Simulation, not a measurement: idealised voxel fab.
process module | voxel air gaps
cross-section cut | 250 nm wide | cells 5 nm
A cross-section is a grid of square cells, given in bands from the top down. A band is one or more rows of cells.
Each band's line starts with the height of the band's top and of its bottom, in nm. Then come its materials from left to right, each with its width in nm. One material with "throughout" fills the band from edge to edge. "air" is empty space.
Height 0 is the level under which the wafer as received is all one material. The lowest band goes on downwards, as in "0 down".
A width such as "30 to 40" changes by the same amount from each row of cells to the next, from the band's top row to its bottom row.
"no change" after a step means that no cell of the cross-section changed.
closed voids: empty space of 8 cells or more with no open way to the top, each as width x height at its distance from the left edge, in nm
after a step's settings: what the simulator itself notes on the step
overlay nm, on a step with a mask: how far to the right of its planned place the mask lay; to the left if negative
plan
1 op RECEIVE | material Si
2 op CONFORMAL_DEP | material SiO2 | thk nm 10
3 op CONFORMAL_DEP | material SiN | thk nm 5
4 op DIRECTIONAL_DEP | material SiO2 | thk nm 30
5 op PATTERN | tone open | mask id LINES | material resist | width nm 25 | pitch nm 55 | thk nm 20 | overlay nm 0
6 op DIRECTIONAL_ETCH | etch materials SiO2 | depth nm 30
7 op STRIP | etch materials resist
8 op CONFORMAL_DEP | material TiN | thk nm 5
9 op FILL_DEP | material W | thk nm 5
10 op CMP | height nm 45
11 op EPI | material Ru | thk nm 10
12 op SELECTIVE_ETCH | etch materials SiO2 | depth nm 40
13 op CONFORMAL_DEP | material SiCN | thk nm 5
varied across the wafers: thk nm of step 13. The plan shows the first wafer's value. All wafers start alike
first wafer as received, after step 1
  0 down: Si throughout
  closed voids: none
first wafer at the end, after step 13
  60 to 55: air 15 | SiCN 220 | air 15
  55 to 45: air 15 | SiCN 5 | Ru 45 | SiCN 10 | Ru 45 | SiCN 10 | Ru 45 | SiCN 10 | Ru 45 | SiCN 5 | air 15
  45 to 40: air 15 | SiCN 15 | TiN 5 | W 15 | TiN 5 | SiCN 30 | TiN 5 | W 15 | TiN 5 | SiCN 30 | TiN 5 | W 15 | TiN 5 | SiCN 30 | TiN 5 | W 15 | TiN 5 | SiCN 15 | air 15
  40 to 20: air 25 | SiCN 5 | TiN 5 | W 15 | TiN 5 | SiCN 5 | air 20 | SiCN 5 | TiN 5 | W 15 | TiN 5 | SiCN 5 | air 20 | SiCN 5 | TiN 5 | W 15 | TiN 5 | SiCN 5 | air 20 | SiCN 5 | TiN 5 | W 15 | TiN 5 | SiCN 5 | air 25
  20 to 15: SiCN 30 | TiN 25 | SiCN 30 | TiN 25 | SiCN 30 | TiN 25 | SiCN 30 | TiN 25 | SiCN 30
  15 to 10: SiN throughout
  10 to 0: SiO2 throughout
  0 down: Si throughout
  closed voids: 20 x 20 at 60; 20 x 20 at 115; 20 x 20 at 170
last wafer at the end
  75 to 55: SiCN throughout
  55 to 45: SiCN 20 | Ru 45 | SiCN 10 | Ru 45 | SiCN 10 | Ru 45 | SiCN 10 | Ru 45 | SiCN 20
  45 to 40: SiCN 30 | TiN 5 | W 15 | TiN 5 | SiCN 30 | TiN 5 | W 15 | TiN 5 | SiCN 30 | TiN 5 | W 15 | TiN 5 | SiCN 30 | TiN 5 | W 15 | TiN 5 | SiCN 30
  40 to 20: SiCN 30 | TiN 5 | W 15 | TiN 5 | SiCN 5 | air 20 | SiCN 5 | TiN 5 | W 15 | TiN 5 | SiCN 5 | air 20 | SiCN 5 | TiN 5 | W 15 | TiN 5 | SiCN 5 | air 20 | SiCN 5 | TiN 5 | W 15 | TiN 5 | SiCN 30
  20 to 15: SiCN 30 | TiN 25 | SiCN 30 | TiN 25 | SiCN 30 | TiN 25 | SiCN 30 | TiN 25 | SiCN 30
  15 to 10: SiN throughout
  10 to 0: SiO2 throughout
  0 down: Si throughout
  closed voids: 20 x 20 at 60; 20 x 20 at 115; 20 x 20 at 170
each wafer at the end: cells of each material gained (+) or lost (-) since it was received, then its closed voids
thk nm 5 | +72 Ru | +146 SiCN | +50 SiN | +100 SiO2 | +60 TiN | +60 W | closed voids: 20 x 20 at 60; 20 x 20 at 115; 20 x 20 at 170
thk nm 10 | +72 Ru | +220 SiCN | +50 SiN | +100 SiO2 | +60 TiN | +60 W | closed voids: 20 x 20 at 60; 20 x 20 at 115; 20 x 20 at 170
thk nm 15 | +72 Ru | +294 SiCN | +50 SiN | +100 SiO2 | +60 TiN | +60 W | closed voids: 20 x 20 at 60; 20 x 20 at 115; 20 x 20 at 170
thk nm 20 | +72 Ru | +360 SiCN | +50 SiN | +100 SiO2 | +60 TiN | +60 W | closed voids: 20 x 20 at 60; 20 x 20 at 115; 20 x 20 at 170
